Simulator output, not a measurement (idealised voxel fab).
process module | voxel transistor to metal
cross-section cut | 295 nm wide | cells 5 nm
A cross-section is a grid of square cells, given in bands from the top down. A band is one or more rows of cells.
Each band's line starts with the height of the band's top and of its bottom, in nm. Then come its materials from left to right, each with its width in nm. One material with "throughout" fills the band from edge to edge. "air" is empty space.
Height 0 is the level under which the wafer as received is all one material. The lowest band goes on downwards, as in "0 down".
A width such as "30 to 40" changes by the same amount from each row of cells to the next, from the band's top row to its bottom row.
"no change" after a step means that no cell of the cross-section changed.
closed voids: empty space of 8 cells or more with no open way to the top, each as width x height at its distance from the left edge, in nm
after a step's settings: what the simulator itself notes on the step
overlay nm, on a step with a mask: how far to the right of its planned place the mask lay; to the left if negative
plan
1 op RECEIVE | material Si
2 op CONFORMAL_DEP | material SiO2 | thk nm 5
3 op CONFORMAL_DEP | material SiN | thk nm 10
4 op PATTERN | tone cover | mask id ACTIVE | material resist | width nm 115 | pitch nm 145 | thk nm 15 | overlay nm 0
5 op DIRECTIONAL_ETCH | etch materials SiN | depth nm 10
6 op DIRECTIONAL_ETCH | etch materials SiO2 | depth nm 5
7 op DIRECTIONAL_ETCH | etch materials Si | depth nm 20
8 op STRIP | etch materials resist
9 op OXIDIZE | depth nm 5
10 op FILL_DEP | material SiO2 | thk nm 5
11 op CMP | height nm 15
12 op SELECTIVE_ETCH | etch materials SiO2 | depth nm 10
13 op STRIP | etch materials SiN
14 op SELECTIVE_ETCH | etch materials SiO2 | depth nm 5
15 op OXIDIZE | depth nm 5
16 op DIRECTIONAL_DEP | material polySi | thk nm 30
17 op DIRECTIONAL_DEP | material SiCN | thk nm 10
18 op DIRECTIONAL_DEP | material aC | thk nm 10
19 op PATTERN | tone cover | mask id GATE | material resist | width nm 35 | pitch nm 145 | thk nm 25 | overlay nm 0
20 op DIRECTIONAL_ETCH | etch materials aC | depth nm 10
21 op STRIP | etch materials resist
22 op DIRECTIONAL_ETCH | etch materials SiCN | depth nm 20
23 op DIRECTIONAL_ETCH | etch materials polySi | depth nm 40
24 op STRIP | etch materials aC
25 op CONFORMAL_DEP | material SiN | thk nm 10
26 op DIRECTIONAL_ETCH | etch materials SiN | depth nm 10
27 op DIRECTIONAL_ETCH | etch materials SiO2 | depth nm 5
28 op EPI | material pSi | thk nm 5
29 op FILL_DEP | material SiO2 | thk nm 10
30 op CMP | height nm 30
31 op STRIP | etch materials polySi
32 op SELECTIVE_ETCH | etch materials SiO2 | depth nm 5
33 op CONFORMAL_DEP | material HfO2 | thk nm 5
34 op CONFORMAL_DEP | material TiN | thk nm 5
35 op FILL_DEP | material W | thk nm 10
36 op CMP | height nm 25
37 op DIRECTIONAL_DEP | material SiO2 | thk nm 10
38 op MASKED_ETCH | tone open | mask id CONTACT | width nm 15 | etch materials SiO2 | depth nm 35 | overlay nm 0
39 op CONFORMAL_DEP | material TiN | thk nm 5
40 op FILL_DEP | material Ru | thk nm 5
41 op CMP | height nm 35
42 op DIRECTIONAL_DEP | material TiN | thk nm 5
43 op DIRECTIONAL_DEP | material Ru | thk nm 15
44 op DIRECTIONAL_DEP | material aC | thk nm 15
45 op PATTERN | tone cover | mask id METAL_1 | material resist | width nm 15 | thk nm 30 | overlay nm 0
46 op DIRECTIONAL_ETCH | etch materials aC | depth nm 15
47 op STRIP | etch materials resist
48 op DIRECTIONAL_ETCH | etch materials Ru | depth nm 15
49 op DIRECTIONAL_ETCH | etch materials TiN | depth nm 5
50 op STRIP | etch materials aC
51 op CONFORMAL_DEP | material SiN | thk nm 5
52 op FILL_DEP | material lowk | thk nm 5
53 op CMP | height nm 55
54 op CONFORMAL_DEP | material SiN | thk nm 5
as received, after step 1
  0 down: Si throughout
  closed voids: none
first wafer at the end, as planned
  60 to 55: SiN throughout
  55 to 40: lowk 20 | SiN 5 | Ru 15 | SiN 5 | lowk 55 | SiN 5 | Ru 15 | SiN 5 | lowk 40 | SiN 5 | Ru 15 | SiN 5 | lowk 55 | SiN 5 | Ru 15 | SiN 5 | lowk 25
  40 to 35: SiN 25 | TiN 15 | SiN 65 | TiN 15 | SiN 50 | TiN 15 | SiN 65 | TiN 15 | SiN 30
  35 to 25: SiO2 25 | TiN 5 | Ru 5 | TiN 5 | SiO2 65 | TiN 5 | Ru 5 | TiN 5 | SiO2 50 | TiN 5 | Ru 5 | TiN 5 | SiO2 65 | TiN 5 | Ru 5 | TiN 5 | SiO2 30
  25 to 5: SiO2 25 | TiN 5 | Ru 5 | TiN 5 | SiO2 5 | SiN 10 | HfO2 5 | TiN 5 | W 15 | TiN 5 | HfO2 5 | SiN 10 | SiO2 5 | TiN 5 | Ru 5 | TiN 5 | SiO2 50 | TiN 5 | Ru 5 | TiN 5 | SiO2 5 | SiN 10 | HfO2 5 | TiN 5 | W 15 | TiN 5 | HfO2 5 | SiN 10 | SiO2 5 | TiN 5 | Ru 5 | TiN 5 | SiO2 30
  5 to 0: SiO2 25 | TiN 15 | SiO2 5 | SiN 10 | HfO2 5 | TiN 25 | HfO2 5 | SiN 10 | SiO2 5 | TiN 15 | SiO2 50 | TiN 15 | SiO2 5 | SiN 10 | HfO2 5 | TiN 25 | HfO2 5 | SiN 10 | SiO2 5 | TiN 15 | SiO2 30
  0 to -5: SiO2 15 | pSi 30 | SiO2 5 | HfO2 45 | SiO2 5 | pSi 30 | SiO2 30 | pSi 30 | SiO2 5 | HfO2 45 | SiO2 5 | pSi 30 | SiO2 20
  -5 to -25: SiO2 20 | Si 105 | SiO2 40 | Si 105 | SiO2 25
  -25 down: Si throughout
  closed voids: none
second wafer at the end: like start, like plan, one mistake
  60 to 55: SiN throughout
  55 to 40: lowk 20 | SiN 5 | Ru 15 | SiN 5 | lowk 55 | SiN 5 | Ru 15 | SiN 5 | lowk 40 | SiN 5 | Ru 15 | SiN 5 | lowk 55 | SiN 5 | Ru 15 | SiN 5 | lowk 25
  40 to 35: SiN 25 | TiN 15 | SiN 65 | TiN 15 | SiN 50 | TiN 15 | SiN 65 | TiN 15 | SiN 30
  35 to 25: SiO2 25 | TiN 5 | Ru 5 | TiN 5 | SiO2 65 | TiN 5 | Ru 5 | TiN 5 | SiO2 50 | TiN 5 | Ru 5 | TiN 5 | SiO2 65 | TiN 5 | Ru 5 | TiN 5 | SiO2 30
  25 to 10: SiO2 25 | TiN 5 | Ru 5 | TiN 5 | SiO2 5 | SiN 10 | HfO2 5 | TiN 5 | W 15 | TiN 5 | HfO2 5 | SiN 10 | SiO2 5 | TiN 5 | Ru 5 | TiN 5 | SiO2 50 | TiN 5 | Ru 5 | TiN 5 | SiO2 5 | SiN 10 | HfO2 5 | TiN 5 | W 15 | TiN 5 | HfO2 5 | SiN 10 | SiO2 5 | TiN 5 | Ru 5 | TiN 5 | SiO2 30
  10 to 5: SiO2 25 | TiN 15 | SiO2 5 | SiN 10 | HfO2 5 | TiN 25 | HfO2 5 | SiN 10 | SiO2 5 | TiN 15 | SiO2 50 | TiN 15 | SiO2 5 | SiN 10 | HfO2 5 | TiN 25 | HfO2 5 | SiN 10 | SiO2 5 | TiN 15 | SiO2 30
  5 to 0: SiO2 10 | SiN 10 | pSi 25 | SiO2 5 | HfO2 45 | SiO2 5 | pSi 25 | SiN 10 | SiO2 20 | SiN 10 | pSi 25 | SiO2 5 | HfO2 45 | SiO2 5 | pSi 25 | SiN 10 | SiO2 15
  0 to -25: SiO2 20 | Si 105 | SiO2 40 | Si 105 | SiO2 25
  -25 down: Si throughout
  closed voids: none
what went wrong: steps 13 and 14 were swapped
at the end the second wafer has, in cells: 4 fewer of HfO2 | 4 fewer of Ru | 42 more of Si | 12 fewer of SiO2 | 12 fewer of TiN | 6 fewer of W | 4 fewer of pSi
